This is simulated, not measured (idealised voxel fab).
This is a process module. Its name is voxel capacitor over wiring.
For reference, the cross-section in this document is cut, with width 260 nm and square cells of 5 nm.
Cross-sections here: square-cell grids, written as top-down lists of bands, a band being one or more rows of cells.
Band: top height; bottom height; in nm. Then, left to right: material with width in nm, for each material. "full width": a single material spanning edge to edge. "empty": empty space.
Height 0 is the level under which the wafer as received is all one material. The lowest band goes on downwards, as in "top 0, no bottom".
Graded width ("30 to 40"): value in top row of band = first number; value in bottom row = second number; row-to-row change constant.
What does "stayed the same" mean for a step? It means no cell of the cross-section changed in that step.
Listed in "Closed-off voids": every empty space of 8 or more cells without an open way to the top. Form: width x height at distance, the distance being from the left edge, all in nm.
Heads up: the bit after the settings on a step's line is the simulator's remark on that step.
"overlay nm" denotes, for a step that has a mask, the displacement of the mask to the right of its planned place, with negative values corresponding to the left.

-- Steps in the process plan
| 1 | RECEIVE (material Si) |
| 2 | CONFORMAL_DEP (material SiO2; thk nm 10) |
| 3 | CONFORMAL_DEP (material SiN; thk nm 5) |
| 4 | DIRECTIONAL_DEP (material lowk; thk nm 15) |
| 5 | PATTERN (tone open; mask id METAL_1; material resist; width nm 30; pitch nm 90; thk nm 15; overlay nm 0) |
| 6 | DIRECTIONAL_ETCH (etch materials lowk; depth nm 15) |
| 7 | DIRECTIONAL_ETCH (etch materials SiN; depth nm 5) |
| 8 | STRIP (etch materials resist) |
| 9 | CONFORMAL_DEP (material TiN; thk nm 5) |
| 10 | FILL_DEP (material Cu; thk nm 10) |
| 11 | CMP (height nm 30) |
| 12 | CONFORMAL_DEP (material SiCN; thk nm 5) |
| 13 | DIRECTIONAL_DEP (material SiO2; thk nm 10) |
| 14 | MASKED_ETCH (tone open; mask id PLUG_1; width nm 15; etch materials SiO2; depth nm 10; overlay nm 0) |
| 15 | MASKED_ETCH (tone open; mask id PLUG_1; width nm 15; etch materials SiCN; depth nm 5; overlay nm 0) |
| 16 | EPI (material Ru; thk nm 10) |
| 17 | EPI (material Ru; thk nm 5) |
| 18 | DIRECTIONAL_DEP (material TiN; thk nm 10) |
| 19 | DIRECTIONAL_DEP (material HfO2; thk nm 5) |
| 20 | DIRECTIONAL_DEP (material TiN; thk nm 5) |
| 21 | PATTERN (tone cover; mask id UPPER_PLATE; material resist; width nm 65; thk nm 15; overlay nm 0) |
| 22 | DIRECTIONAL_ETCH (etch materials TiN; depth nm 5) |
| 23 | DIRECTIONAL_ETCH (etch materials HfO2; depth nm 5) |
| 24 | STRIP (etch materials resist) |
| 25 | DIRECTIONAL_DEP (material aC; thk nm 15) |
| 26 | PATTERN (tone cover; mask id LOWER_PLATE; material resist; width nm 75; thk nm 35; overlay nm 0) |
| 27 | DIRECTIONAL_ETCH (etch materials aC; depth nm 15) |
| 28 | STRIP (etch materials resist) |
| 29 | DIRECTIONAL_ETCH (etch materials TiN; depth nm 10) |
| 30 | STRIP (etch materials aC) |
| 31 | FILL_DEP (material SiO2; thk nm 15) |
| 32 | CMP (height nm 75) |
| 33 | PATTERN (tone open; mask id PLUG_2; material resist; width nm 15; thk nm 15; overlay nm 0) |
| 34 | DIRECTIONAL_ETCH (etch materials SiO2; depth nm 10) |
| 35 | STRIP (etch materials resist) |
| 36 | CONFORMAL_DEP (material TiN; thk nm 5) |
| 37 | FILL_DEP (material Cu; thk nm 10) |
| 38 | CMP (height nm 75) |
| 39 | CONFORMAL_DEP (material SiN; thk nm 5) |

-- Step 1 complete: cross-section of the wafer as received
    top 0, no bottom: Si full width
    Closed-off voids: none

-- Cross-section, first of two wafers, end of module, run as planned
    top 80, bottom 75: SiN full width
    top 75, bottom 70: SiO2=95 / TiN=5 / Cu=5 / TiN=5 / SiO2=150
    top 70, bottom 60: SiO2=95 to 85 / TiN=15 to 65 / SiO2=150 to 110
    top 60, bottom 55: SiO2=85 / HfO2=65 / SiO2=110
    top 55, bottom 45: SiO2=80 / TiN=75 / SiO2=105
    top 45, bottom 35: SiO2=85 / Ru=15 / SiO2=160
    top 35, bottom 30: SiCN=85 / Ru=15 / SiCN=160
    top 30, bottom 15: lowk=70 / TiN=5 / Cu=20 / TiN=5 / lowk=60 / TiN=5 / Cu=20 / TiN=5 / lowk=70
    top 15, bottom 10: SiN=70 / TiN=30 / SiN=60 / TiN=30 / SiN=70
    top 10, bottom 0: SiO2 full width
    top 0, no bottom: Si full width
    Closed-off voids: none

-- Cross-section, second wafer: same start as the first, same plan as the first, one mistake in running it; taken at the end of the module
    top 80, bottom 75: SiN full width
    top 75, bottom 70: SiO2=95 / TiN=5 / Cu=5 / TiN=5 / SiO2=150
    top 70, bottom 60: SiO2=95 to 85 / TiN=15 to 65 / SiO2=150 to 110
    top 60, bottom 55: SiO2=85 / HfO2=65 / SiO2=110
    top 55, bottom 45: SiO2=80 / TiN=75 / SiO2=105
    top 45, bottom 35: SiO2=85 / Ru=15 / SiO2=160
    top 35, bottom 30: SiCN=85 / Ru=15 / SiCN=160
    top 30, bottom 25: lowk=70 / TiN=5 / Cu=20 / TiN=5 / lowk=60 / TiN=5 / Cu=20 / TiN=5 / lowk=70
    top 25, bottom 20: SiN=70 / TiN=30 / SiN=60 / TiN=30 / SiN=70
    top 20, bottom 10: SiN full width
    top 10, bottom 0: SiO2 full width
    top 0, no bottom: Si full width
    Closed-off voids: none
Nonconformance to the process plan: note that step 3 departed from the planned setting and was carried out as CONFORMAL_DEP (material SiN; thk nm 15)
End check, counted in cells, second wafer has more or fewer of these materials than the first: 16 fewer of Cu, 104 more of SiN, 8 fewer of TiN, 80 fewer of lowk
